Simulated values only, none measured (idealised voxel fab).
The following process module bears the name voxel tone inversion.
Section shown: cut. Width: 260 nm. Cell size: 5 nm, square.
When this document writes out a cross-section, it uses a grid of square cells and lists it as bands, beginning at the top and moving down, with a band standing for one or more rows of cells. Top, bottom (nm), then materials left to right with widths (nm); lone material tagged "all across" fills the whole band edge to edge; "empty" = empty space. Beneath 0, the wafer as received is one material, and that level is where height counting begins. The lowest band goes on downward without a bottom; it is written like "0 down". A two-number width, for instance "30..40", indicates that the width is equal to the first number in the top row of the band and to the second number in the bottom row, and that it changes by a constant amount per row of cells. Basically "nothing different" means that step didn't change any cell in the cross-section. The list in "Trapped cavities" covers empty spaces of 8 cells or more that cannot reach the top through any open way, and it gives each as width x height at distance; the distance is from the left edge, and width, height and distance are in nm. Read whatever lies past the settings on a step's line as the simulator's own remark about the step. The optional step-line setting "overlay nm" applies to steps with a mask and quantifies how far to the right of its planned location the mask lay, a negative value indicating leftward placement.
Process steps (planned):
step 1: RECEIVE, material Si
step 2: CONFORMAL_DEP, material SiCN, thk nm 10
step 3: DIRECTIONAL_DEP, material aC, thk nm 25
step 4: PATTERN, tone cover, mask id POSTS, material resist, width nm 25, pitch nm 55, thk nm 35, overlay nm 0
step 5: DIRECTIONAL_ETCH, etch materials aC, depth nm 25
step 6: STRIP, etch materials resist
step 7: FILL_DEP, material SiO2, thk nm 5
step 8: CMP, height nm 35
step 9: STRIP, etch materials aC
Wafer, first of two, run as planned:
Cross-section of the wafer upon arrival, representing the state reached after step 1:
	0 down = Si all across
	Trapped cavities: none
Once step 2 is through, the wafer looks like this in cross-section:
	10 to 0 = SiCN all across
	Nothing below the height 0 has changed.
Once step 3 is through, the wafer looks like this in cross-section:
	35 to 10 = aC all across
	Nothing below the height 10 has changed.
Once step 4 is through, the wafer looks like this in cross-section:
	70 to 35 = empty 60 | resist 25 | empty 30 | resist 25 | empty 30 | resist 25 | empty 65
	Nothing below the height 35 has changed.
Once step 5 is through, the wafer looks like this in cross-section:
	45 to 35 = empty 60 | resist 25 | empty 30 | resist 25 | empty 30 | resist 25 | empty 65
	35 to 10 = empty 60 | aC 25 | empty 30 | aC 25 | empty 30 | aC 25 | empty 65
	Nothing below the height 10 has changed.
Once step 6 is through, the wafer looks like this in cross-section:
	35 to 10 = empty 60 | aC 25 | empty 30 | aC 25 | empty 30 | aC 25 | empty 65
	Nothing below the height 10 has changed.
Once step 7 is through, the wafer looks like this in cross-section:
	40 to 35 = SiO2 all across
	35 to 10 = SiO2 60 | aC 25 | SiO2 30 | aC 25 | SiO2 30 | aC 25 | SiO2 65
	Nothing below the height 10 has changed.
Once step 8 is through, the wafer looks like this in cross-section:
	35 to 10 = SiO2 60 | aC 25 | SiO2 30 | aC 25 | SiO2 30 | aC 25 | SiO2 65
	Nothing below the height 10 has changed.
Once step 9 is through, the wafer looks like this in cross-section:
	35 to 10 = SiO2 60 | empty 25 | SiO2 30 | empty 25 | SiO2 30 | empty 25 | SiO2 65
	Nothing below the height 10 has changed.
Okay, second wafer. Nothing different at the start, nothing different in the plan, just one mistake somewhere in the running. As far as step 1, counting that step, it's the first wafer all over again:
Cross-section of the second wafer corresponding to the planned conclusion of step 2:
	25 to 0 = aC all across
	Nothing below the height 0 has changed.
Cross-section of the second wafer corresponding to the planned conclusion of step 3:
	35 to 25 = SiCN all across
	Nothing below the height 25 has changed.
Cross-section of the second wafer corresponding to the planned conclusion of step 4:
	70 to 35 = empty 60 | resist 25 | empty 30 | resist 25 | empty 30 | resist 25 | empty 65
	Nothing below the height 35 has changed.
Cross-section of the second wafer corresponding to the planned conclusion of step 5:
	45 to 35 = empty 60 | resist 25 | empty 30 | resist 25 | empty 30 | resist 25 | empty 65
	Nothing below the height 35 has changed.
Cross-section of the second wafer corresponding to the planned conclusion of step 6:
	35 to 25 = SiCN all across
	Nothing below the height 25 has changed.
Cross-section of the second wafer corresponding to the planned conclusion of step 7:
	40 to 35 = SiO2 all across
	Nothing below the height 35 has changed.
Cross-section of the second wafer corresponding to the planned conclusion of step 8:
	35 to 25 = SiCN all across
	Nothing below the height 25 has changed.
Cross-section of the second wafer corresponding to the planned conclusion of step 9: nothing different
Nonconformance to the process plan: deviation from plan: step 3 and step 2 executed in one another's positions
Final wafer comparison in cells, second versus first, more or fewer per material: SiO2 -185 | aC +260
